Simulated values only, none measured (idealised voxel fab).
The name of this process module is voxel self aligned contacts.
We display cut, a cross-section 260 nm in width whose square cells are each 5 nm.
For the purposes of this document, a cross-section shall be understood as a grid of square cells, specified as bands listed in top-to-bottom order, each band consisting of one or more rows of cells.
Read a band's entry like this: the first values are the height of its top and the height of its bottom in nm, and what follows is the sequence of materials from left to right, each with its width in nm. Note that "empty" is empty space, and that a single material marked "full width" reaches across the band from edge to edge.
Heads up on the height convention: 0 is the point under which the incoming wafer is all one material, and the lowest band has no bottom, it just keeps going down, like "0 down".
Think of "30..40" as a width that walks from the first number to the second as you go down the band, top row to bottom row, taking equal-sized steps from row to row.
Reading "no modifications" for a step: not a cell of the cross-section changed in it.
Listed in "Non-vented voids": every empty space of 8 or more cells without an open way to the top. Form: width x height at distance, the distance being from the left edge, all in nm.
Post-settings text on a step line: simulator's own remark regarding the step.
If you see "overlay nm" on a step's line and that step has a mask, it's telling you how far right of where it was planned the mask ended up; a negative number means it went left instead.
**Listed below are the process steps as planned**
| 1 | RECEIVE with material Si |
| 2 | OXIDIZE with depth nm 5 |
| 3 | DIRECTIONAL_DEP with material polySi, thk nm 25 |
| 4 | DIRECTIONAL_DEP with material SiN, thk nm 25 |
| 5 | MASKED_ETCH with tone cover, mask id GATE, width nm 30, pitch nm 75, etch materials SiN, depth nm 25, overlay nm 0 |
| 6 | MASKED_ETCH with tone cover, mask id GATE, width nm 30, pitch nm 75, etch materials polySi, depth nm 25, overlay nm 0 |
| 7 | CONFORMAL_DEP with material SiN, thk nm 10 |
| 8 | DIRECTIONAL_ETCH with etch materials SiN, depth nm 10 |
| 9 | FILL_DEP with material SiO2, thk nm 15 |
| 10 | CMP with height nm 60 |
| 11 | DIRECTIONAL_DEP with material aC, thk nm 10 |
| 12 | PATTERN with tone open, mask id CONTACT, material resist, width nm 55, pitch nm 75, thk nm 30, overlay nm 0 |
| 13 | DIRECTIONAL_ETCH with etch materials aC, depth nm 10 |
| 14 | STRIP with etch materials resist |
| 15 | DIRECTIONAL_ETCH with etch materials SiO2, depth nm 65 |
| 16 | STRIP with etch materials aC |
| 17 | CONFORMAL_DEP with material TiN, thk nm 5 |
| 18 | FILL_DEP with material Ru, thk nm 10 |
| 19 | CMP with height nm 60 |
| 20 | CONFORMAL_DEP with material SiCN, thk nm 5 |
**First wafer out of two, processed as planned**
**As received (post step 1): cross-section**
    0 down: Si full width
    Non-vented voids: none
**The wafer, seen in cross-section, after step 2**
    0 to -5: SiO2 full width
    Below -5, no change.
**The wafer, seen in cross-section, after step 3**
    25 to 0: polySi full width
    Below 0, no change.
**The wafer, seen in cross-section, after step 4**
    50 to 25: SiN full width
    Below 25, no change.
**The wafer, seen in cross-section, after step 5**
    50 to 25: 40 empty | 30 SiN | 45 empty | 30 SiN | 45 empty | 30 SiN | 40 empty
    Below 25, no change.
**The wafer, seen in cross-section, after step 6**
    50 to 25: 40 empty | 30 SiN | 45 empty | 30 SiN | 45 empty | 30 SiN | 40 empty
    25 to 0: 40 empty | 30 polySi | 45 empty | 30 polySi | 45 empty | 30 polySi | 40 empty
    Below 0, no change.
**The wafer, seen in cross-section, after step 7**
    60 to 25: 30 empty | 50 SiN | 25 empty | 50 SiN | 25 empty | 50 SiN | 30 empty
    25 to 10: 30 empty | 10 SiN | 30 polySi | 10 SiN | 25 empty | 10 SiN | 30 polySi | 10 SiN | 25 empty | 10 SiN | 30 polySi | 10 SiN | 30 empty
    10 to 0: 40 SiN | 30 polySi | 45 SiN | 30 polySi | 45 SiN | 30 polySi | 40 SiN
    Below 0, no change.
**The wafer, seen in cross-section, after step 8**
    50 to 25: 30 empty | 50 SiN | 25 empty | 50 SiN | 25 empty | 50 SiN | 30 empty
    25 to 0: 30 empty | 10 SiN | 30 polySi | 10 SiN | 25 empty | 10 SiN | 30 polySi | 10 SiN | 25 empty | 10 SiN | 30 polySi | 10 SiN | 30 empty
    Below 0, no change.
**The wafer, seen in cross-section, after step 9**
    65 to 50: SiO2 full width
    50 to 25: 30 SiO2 | 50 SiN | 25 SiO2 | 50 SiN | 25 SiO2 | 50 SiN | 30 SiO2
    25 to 0: 30 SiO2 | 10 SiN | 30 polySi | 10 SiN | 25 SiO2 | 10 SiN | 30 polySi | 10 SiN | 25 SiO2 | 10 SiN | 30 polySi | 10 SiN | 30 SiO2
    Below 0, no change.
**The wafer, seen in cross-section, after step 10**
    60 to 50: SiO2 full width
    Below 50, no change.
**The wafer, seen in cross-section, after step 11**
    70 to 60: aC full width
    Below 60, no change.
**The wafer, seen in cross-section, after step 12**
    100 to 70: 65 resist | 55 empty | 20 resist | 55 empty | 65 resist
    Below 70, no change.
**The wafer, seen in cross-section, after step 13**
    90 to 70: 65 resist | 55 empty | 20 resist | 55 empty | 65 resist
    70 to 60: 65 aC | 55 empty | 20 aC | 55 empty | 65 aC
    Below 60, no change.
**The wafer, seen in cross-section, after step 14**
    70 to 60: 65 aC | 55 empty | 20 aC | 55 empty | 65 aC
    Below 60, no change.
**The wafer, seen in cross-section, after step 15**
    70 to 60: 65 aC | 55 empty | 20 aC | 55 empty | 65 aC
    60 to 50: 65 SiO2 | 55 empty | 20 SiO2 | 55 empty | 65 SiO2
    50 to 25: 30 SiO2 | 50 SiN | 25 empty | 50 SiN | 25 empty | 50 SiN | 30 SiO2
    25 to 0: 30 SiO2 | 10 SiN | 30 polySi | 10 SiN | 25 empty | 10 SiN | 30 polySi | 10 SiN | 25 empty | 10 SiN | 30 polySi | 10 SiN | 30 SiO2
    0 to -5: 80 SiO2 | 25 empty | 50 SiO2 | 25 empty | 80 SiO2
    Below -5, no change.
**The wafer, seen in cross-section, after step 16**
    60 to 50: 65 SiO2 | 55 empty | 20 SiO2 | 55 empty | 65 SiO2
    Below 50, no change.
**The wafer, seen in cross-section, after step 17**
    65 to 60: 70 TiN | 45 empty | 30 TiN | 45 empty | 70 TiN
    60 to 50: 65 SiO2 | 5..20 TiN | 45..15 empty | 5..20 TiN | 20 SiO2 | 5..20 TiN | 45..15 empty | 5..20 TiN | 65 SiO2
    50 to 25: 30 SiO2 | 50 SiN | 5 TiN | 15 empty | 5 TiN | 50 SiN | 5 TiN | 15 empty | 5 TiN | 50 SiN | 30 SiO2
    25 to 0: 30 SiO2 | 10 SiN | 30 polySi | 10 SiN | 5 TiN | 15 empty | 5 TiN | 10 SiN | 30 polySi | 10 SiN | 5 TiN | 15 empty | 5 TiN | 10 SiN | 30 polySi | 10 SiN | 30 SiO2
    0 to -5: 80 SiO2 | 25 TiN | 50 SiO2 | 25 TiN | 80 SiO2
    Below -5, no change.
**The wafer, seen in cross-section, after step 18**
    75 to 65: Ru full width
    65 to 60: 70 TiN | 45 Ru | 30 TiN | 45 Ru | 70 TiN
    60 to 50: 65 SiO2 | 5..20 TiN | 45..15 Ru | 5..20 TiN | 20 SiO2 | 5..20 TiN | 45..15 Ru | 5..20 TiN | 65 SiO2
    50 to 25: 30 SiO2 | 50 SiN | 5 TiN | 15 Ru | 5 TiN | 50 SiN | 5 TiN | 15 Ru | 5 TiN | 50 SiN | 30 SiO2
    25 to 0: 30 SiO2 | 10 SiN | 30 polySi | 10 SiN | 5 TiN | 15 Ru | 5 TiN | 10 SiN | 30 polySi | 10 SiN | 5 TiN | 15 Ru | 5 TiN | 10 SiN | 30 polySi | 10 SiN | 30 SiO2
    Below 0, no change.
**The wafer, seen in cross-section, after step 19**
    60 to 50: 65 SiO2 | 5..20 TiN | 45..15 Ru | 5..20 TiN | 20 SiO2 | 5..20 TiN | 45..15 Ru | 5..20 TiN | 65 SiO2
    Below 50, no change.
**The wafer, seen in cross-section, after step 20**
    65 to 60: SiCN full width
    Below 60, no change.
**Second wafer - shared start and plan with the first - one error in running - same as the first up to step 6 inclusive**
**Second wafer at the planned finish of step 7, seen in cross-section**
    40 to 25: 40 empty | 30 SiN | 45 empty | 30 SiN | 45 empty | 30 SiN | 40 empty
    Below 25, no change.
**Second wafer at the planned finish of step 8, seen in cross-section**
    50 to 25: 30 empty | 50 SiN | 25 empty | 50 SiN | 25 empty | 50 SiN | 30 empty
    25 to 10: 30 empty | 10 SiN | 30 polySi | 10 SiN | 25 empty | 10 SiN | 30 polySi | 10 SiN | 25 empty | 10 SiN | 30 polySi | 10 SiN | 30 empty
    10 to 0: 40 SiN | 30 polySi | 45 SiN | 30 polySi | 45 SiN | 30 polySi | 40 SiN
    Below 0, no change.
**Second wafer at the planned finish of step 9, seen in cross-section**
    65 to 50: SiO2 full width
    50 to 25: 30 SiO2 | 50 SiN | 25 SiO2 | 50 SiN | 25 SiO2 | 50 SiN | 30 SiO2
    25 to 10: 30 SiO2 | 10 SiN | 30 polySi | 10 SiN | 25 SiO2 | 10 SiN | 30 polySi | 10 SiN | 25 SiO2 | 10 SiN | 30 polySi | 10 SiN | 30 SiO2
    Below 10, no change.
**Second wafer at the planned finish of step 10, seen in cross-section**
    60 to 50: SiO2 full width
    Below 50, no change.
**Second wafer at the planned finish of step 11, seen in cross-section**
    70 to 60: aC full width
    Below 60, no change.
**Second wafer at the planned finish of step 12, seen in cross-section**
    100 to 70: 65 resist | 55 empty | 20 resist | 55 empty | 65 resist
    Below 70, no change.
**Second wafer at the planned finish of step 13, seen in cross-section**
    90 to 70: 65 resist | 55 empty | 20 resist | 55 empty | 65 resist
    70 to 60: 65 aC | 55 empty | 20 aC | 55 empty | 65 aC
    Below 60, no change.
**Second wafer at the planned finish of step 14, seen in cross-section**
    70 to 60: 65 aC | 55 empty | 20 aC | 55 empty | 65 aC
    Below 60, no change.
**Second wafer at the planned finish of step 15, seen in cross-section**
    70 to 60: 65 aC | 55 empty | 20 aC | 55 empty | 65 aC
    60 to 50: 65 SiO2 | 55 empty | 20 SiO2 | 55 empty | 65 SiO2
    50 to 25: 30 SiO2 | 50 SiN | 25 empty | 50 SiN | 25 empty | 50 SiN | 30 SiO2
    25 to 10: 30 SiO2 | 10 SiN | 30 polySi | 10 SiN | 25 empty | 10 SiN | 30 polySi | 10 SiN | 25 empty | 10 SiN | 30 polySi | 10 SiN | 30 SiO2
    Below 10, no change.
**Second wafer at the planned finish of step 16, seen in cross-section**
    60 to 50: 65 SiO2 | 55 empty | 20 SiO2 | 55 empty | 65 SiO2
    Below 50, no change.
**Second wafer at the planned finish of step 17, seen in cross-section**
    65 to 60: 70 TiN | 45 empty | 30 TiN | 45 empty | 70 TiN
    60 to 50: 65 SiO2 | 5..20 TiN | 45..15 empty | 5..20 TiN | 20 SiO2 | 5..20 TiN | 45..15 empty | 5..20 TiN | 65 SiO2
    50 to 25: 30 SiO2 | 50 SiN | 5 TiN | 15 empty | 5 TiN | 50 SiN | 5 TiN | 15 empty | 5 TiN | 50 SiN | 30 SiO2
    25 to 15: 30 SiO2 | 10 SiN | 30 polySi | 10 SiN | 5 TiN | 15 empty | 5 TiN | 10 SiN | 30 polySi | 10 SiN | 5 TiN | 15 empty | 5 TiN | 10 SiN | 30 polySi | 10 SiN | 30 SiO2
    15 to 10: 30 SiO2 | 10 SiN | 30 polySi | 10 SiN | 25 TiN | 10 SiN | 30 polySi | 10 SiN | 25 TiN | 10 SiN | 30 polySi | 10 SiN | 30 SiO2
    Below 10, no change.
**Second wafer at the planned finish of step 18, seen in cross-section**
    75 to 65: Ru full width
    65 to 60: 70 TiN | 45 Ru | 30 TiN | 45 Ru | 70 TiN
    60 to 50: 65 SiO2 | 5..20 TiN | 45..15 Ru | 5..20 TiN | 20 SiO2 | 5..20 TiN | 45..15 Ru | 5..20 TiN | 65 SiO2
    50 to 25: 30 SiO2 | 50 SiN | 5 TiN | 15 Ru | 5 TiN | 50 SiN | 5 TiN | 15 Ru | 5 TiN | 50 SiN | 30 SiO2
    25 to 15: 30 SiO2 | 10 SiN | 30 polySi | 10 SiN | 5 TiN | 15 Ru | 5 TiN | 10 SiN | 30 polySi | 10 SiN | 5 TiN | 15 Ru | 5 TiN | 10 SiN | 30 polySi | 10 SiN | 30 SiO2
    Below 15, no change.
**Second wafer at the planned finish of step 19, seen in cross-section**
    60 to 50: 65 SiO2 | 5..20 TiN | 45..15 Ru | 5..20 TiN | 20 SiO2 | 5..20 TiN | 45..15 Ru | 5..20 TiN | 65 SiO2
    Below 50, no change.
**Second wafer at the planned finish of step 20, seen in cross-section**
    65 to 60: SiCN full width
    Below 60, no change.
Deviation from plan: plan steps 7 and 8 run swapped
End of process, cell counts, second wafer against first, materials with more or fewer: Ru: 18 fewer, SiN: 44 more, SiO2: 14 fewer, TiN: 12 fewer
